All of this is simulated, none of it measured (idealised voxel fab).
Proc. module: voxel self aligned contacts
We display cut, a cross-section 235 nm in width whose square cells are each 5 nm.
A cross-section is a grid of square cells, given in bands from the top down. A band is one or more rows of cells. Read a band's entry like this: the first values are the height of its top and the height of its bottom in nm, and what follows is the sequence of materials from left to right, each with its width in nm. Note that "air" is empty space, and that a single material marked "full width" reaches across the band from edge to edge. We count height from 0. Below that, the starting wafer is all one material. The lowest band never ends at the bottom but goes on down; see "0..down" for how that is written. Width spec "30->40" -> top row of cells at first value, bottom row at second value, equal per-row change in between. A step reported as "no change" is a step in which no cell of the cross-section changed. In the "Enclosed empty spaces" entry, you get each enclosed empty space of 8 cells or more, one with no open way to the top, written width x height at distance, distance from the left edge, in nm. Step line, after settings: the simulator's comment on this step. overlay nm: how far to the right of its planned place the mask lay on this masked step (negative: to the left).

**The following list gives the planned process steps**
1. RECEIVE, material Si
2. OXIDIZE, depth nm 5
3. DIRECTIONAL_DEP, material polySi, thk nm 25
4. DIRECTIONAL_DEP, material SiN, thk nm 15
5. PATTERN, tone cover, mask id GATE, material resist, width nm 25, pitch nm 50, thk nm 20, overlay nm 0
6. DIRECTIONAL_ETCH, etch materials SiN, depth nm 15
7. DIRECTIONAL_ETCH, etch materials polySi, depth nm 25
8. STRIP, etch materials resist
9. CONFORMAL_DEP, material SiN, thk nm 5
10. DIRECTIONAL_ETCH, etch materials SiN, depth nm 5
11. FILL_DEP, material SiO2, thk nm 20
12. CMP, height nm 50
13. DIRECTIONAL_DEP, material aC, thk nm 10
14. PATTERN, tone open, mask id CONTACT, material resist, width nm 35, pitch nm 50, thk nm 30, overlay nm 0
15. DIRECTIONAL_ETCH, etch materials aC, depth nm 10
16. STRIP, etch materials resist
17. DIRECTIONAL_ETCH, etch materials SiO2, depth nm 55
18. STRIP, etch materials aC
19. CONFORMAL_DEP, material TiN, thk nm 5
20. FILL_DEP, material Ru, thk nm 10
21. CMP, height nm 50
22. CONFORMAL_DEP, material SiCN, thk nm 5
Wafer-to-wafer difference: depth nm, step 2. Common start. Plan = first wafer's value.

**Cross-section, first of several wafers, as delivered after step 1**
0..down | Si full width
Enclosed empty spaces: none

**each wafer at the end: cells of each material gained (+) or lost (-) since it was received, then its closed voids**
depth nm 5; +28 Ru; -47 Si; +47 SiCN; +93 SiN; +267 SiO2; +54 TiN; +75 polySi; Enclosed empty spaces: none
depth nm 10; +28 Ru; -94 Si; +47 SiCN; +93 SiN; +314 SiO2; +54 TiN; +75 polySi; Enclosed empty spaces: none
depth nm 15; +28 Ru; -141 Si; +47 SiCN; +93 SiN; +361 SiO2; +54 TiN; +75 polySi; Enclosed empty spaces: none
depth nm 20; +28 Ru; -188 Si; +47 SiCN; +93 SiN; +408 SiO2; +54 TiN; +75 polySi; Enclosed empty spaces: none
